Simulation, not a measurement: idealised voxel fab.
This section sets out a process module, namely voxel gate over fins.
Each square cell in cross-section cut measures 5 nm, and the section as a whole is 280 nm wide.
Cross-section = grid of square cells, listed top down in bands; band = one or more rows. Band entry format. Leading values: height of top, height of bottom, nm. Remainder: materials in left-to-right order, each with its width in nm. Special words: "full width" on a single material, which then fills the band edge to edge; "air", empty space. Below 0: as-received wafer, all one material; heights counted from there. Lowest band: no bottom, goes on down, written "from 0 down". The two numbers in a width such as "30 to 40" mark its ends across the band: the first belongs to the top row of cells, the second to the bottom row, and from each row to the next the width moves by the same amount. "no alterations made" for a step: no cell of the cross-section changed in that step. Closed empty spaces (no open way to the top) of 8 cells or more are what "Enclosed empty spaces" lists, each as width x height at distance from the left edge, nm for all three. That trailing text on a step's line, after the settings, is the simulator's own remark on the step. overlay nm: step with mask; distance mask lay right of planned place; negative value = left of planned place.
**Steps in the process plan**
step 1: RECEIVE with material Si
step 2: CONFORMAL_DEP with material SiN, thk nm 10
step 3: PATTERN with tone cover, mask id FINS, material resist, width nm 15, pitch nm 45, thk nm 20, overlay nm 0
step 4: DIRECTIONAL_ETCH with etch materials SiN, depth nm 10
step 5: DIRECTIONAL_ETCH with etch materials Si, depth nm 35
step 6: STRIP with etch materials resist
step 7: OXIDIZE with depth nm 5
step 8: FILL_DEP with material SiO2, thk nm 10
step 9: CMP with height nm 10
step 10: SELECTIVE_ETCH with etch materials SiO2, depth nm 20
step 11: STRIP with etch materials SiN
step 12: CONFORMAL_DEP with material HfO2, thk nm 5
step 13: CONFORMAL_DEP with material TiN, thk nm 5
step 14: CONFORMAL_DEP with material TiAl, thk nm 5
step 15: CONFORMAL_DEP with material TiN, thk nm 5
step 16: FILL_DEP with material W, thk nm 10
step 17: CMP with height nm 25
step 18: CONFORMAL_DEP with material SiN, thk nm 10
**The cross-section here shows the wafer as received, i.e. in its state after step 1**
  from 0 down = Si full width
  Enclosed empty spaces: none
**First of two wafers: cross-section at end of module, run per plan**
  from 35 to 25 = SiN full width
  from 25 to 20 = W full width
  from 20 to 15 = 95 of W  90 of TiN  95 of W
  from 15 to 10 = 95 of W  5 of TiN  35 of TiAl  10 of TiN  35 of TiAl  5 of TiN  95 of W
  from 10 to 5 = 100 of TiN  5 of TiAl  25 of TiN  5 of TiAl  10 of TiN  5 of TiAl  25 of TiN  5 of TiAl  100 of TiN
  from 5 to 0 = 105 of TiAl  5 of TiN  15 of HfO2  5 of TiN  20 of TiAl  5 of TiN  15 of HfO2  5 of TiN  105 of TiAl
  from 0 to -5 = 110 of TiN  5 of HfO2  5 of Si  5 of HfO2  30 of TiN  5 of HfO2  5 of Si  5 of HfO2  110 of TiN
  from -5 to -10 = 115 of HfO2  5 of Si  40 of HfO2  5 of Si  115 of HfO2
  from -10 to -40 = 115 of SiO2  5 of Si  40 of SiO2  5 of Si  115 of SiO2
  from -40 down = Si full width
  Enclosed empty spaces: none
**Cross-section at end of module for the second wafer of two, which matched the first in starting point and plan and differed by one mistake in its processing**
  from 35 to 25 = SiN full width
  from 25 to 20 = W full width
  from 20 to 15 = 95 of W  90 of TiN  95 of W
  from 15 to 10 = 95 of W  5 of TiN  35 of TiAl  10 of TiN  35 of TiAl  5 of TiN  95 of W
  from 10 to 5 = 95 of W  5 of TiN  5 of TiAl  25 of TiN  5 of TiAl  10 of TiN  5 of TiAl  25 of TiN  5 of TiAl  5 of TiN  95 of W
  from 5 to 0 = 95 of W  5 of TiN  5 of TiAl  5 of TiN  15 of HfO2  5 of TiN  5 of TiAl  10 of TiN  5 of TiAl  5 of TiN  15 of HfO2  5 of TiN  5 of TiAl  5 of TiN  95 of W
  from 0 to -10 = 95 of W  5 of TiN  5 of TiAl  5 of TiN  5 of HfO2  5 of Si  5 of HfO2  5 of TiN  5 of TiAl  10 of TiN  5 of TiAl  5 of TiN  5 of HfO2  5 of Si  5 of HfO2  5 of TiN  5 of TiAl  5 of TiN  95 of W
  from -10 to -15 = 100 of TiN  5 of TiAl  5 of TiN  5 of HfO2  5 of Si  5 of HfO2  5 of TiN  5 of TiAl  10 of TiN  5 of TiAl  5 of TiN  5 of HfO2  5 of Si  5 of HfO2  5 of TiN  5 of TiAl  100 of TiN
  from -15 to -20 = 105 of TiAl  5 of TiN  5 of HfO2  5 of Si  5 of HfO2  5 of TiN  20 of TiAl  5 of TiN  5 of HfO2  5 of Si  5 of HfO2  5 of TiN  105 of TiAl
  from -20 to -25 = 110 of TiN  5 of HfO2  5 of Si  5 of HfO2  30 of TiN  5 of HfO2  5 of Si  5 of HfO2  110 of TiN
  from -25 to -30 = 115 of HfO2  5 of Si  40 of HfO2  5 of Si  115 of HfO2
  from -30 to -40 = 115 of SiO2  5 of Si  40 of SiO2  5 of Si  115 of SiO2
  from -40 down = Si full width
  Enclosed empty spaces: none
Processing error: step 10 in the plan was executed twice
End check, counted in cells, second wafer has more or fewer of these materials than the first: HfO2 +16 | SiO2 -216 | TiAl +16 | TiN +32 | W +152
